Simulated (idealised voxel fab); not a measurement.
process module | voxel tone inversion
cross-section cut | 275 nm wide | cells 5 nm
A cross-section is a grid of square cells, given in bands from the top down. A band is one or more rows of cells.
Each band's line starts with the height of the band's top and of its bottom, in nm. Then come its materials from left to right, each with its width in nm. One material with "throughout" fills the band from edge to edge. "air" is empty space.
Height 0 is the level under which the wafer as received is all one material. The lowest band goes on downwards, as in "0 down".
A width such as "30 to 40" changes by the same amount from each row of cells to the next, from the band's top row to its bottom row.
"no change" after a step means that no cell of the cross-section changed.
closed voids: empty space of 8 cells or more with no open way to the top, each as width x height at its distance from the left edge, in nm
after a step's settings: what the simulator itself notes on the step
overlay nm, on a step with a mask: how far to the right of its planned place the mask lay; to the left if negative
plan
1 op RECEIVE | material Si
2 op CONFORMAL_DEP | material SiN | thk nm 10
3 op DIRECTIONAL_DEP | material polySi | thk nm 20
4 op PATTERN | tone cover | mask id POSTS | material resist | width nm 25 | pitch nm 40 | thk nm 30 | overlay nm 0
5 op DIRECTIONAL_ETCH | etch materials polySi | depth nm 20
6 op STRIP | etch materials resist
7 op FILL_DEP | material lowk | thk nm 5
8 op CMP | height nm 30
9 op STRIP | etch materials polySi
10 op CONFORMAL_DEP | material TiN | thk nm 5
11 op FILL_DEP | material Ru | thk nm 10
12 op CMP | height nm 30
13 op CONFORMAL_DEP | material SiN | thk nm 5
as received, after step 1
  0 down: Si throughout
  closed voids: none
a wafer at the end: this start, this plan, one mistake
  50 to 45: SiN throughout
  45 to 35: Ru throughout
  35 to 30: TiN 70 | Ru 15 | TiN 25 | Ru 15 | TiN 25 | Ru 15 | TiN 25 | Ru 15 | TiN 70
  30 to 15: lowk 65 | TiN 5 | Ru 15 | TiN 5 | lowk 15 | TiN 5 | Ru 15 | TiN 5 | lowk 15 | TiN 5 | Ru 15 | TiN 5 | lowk 15 | TiN 5 | Ru 15 | TiN 5 | lowk 65
  15 to 10: lowk 65 | TiN 25 | lowk 15 | TiN 25 | lowk 15 | TiN 25 | lowk 15 | TiN 25 | lowk 65
  10 to 0: SiN throughout
  0 down: Si throughout
  closed voids: none
what went wrong: step 12 was left out
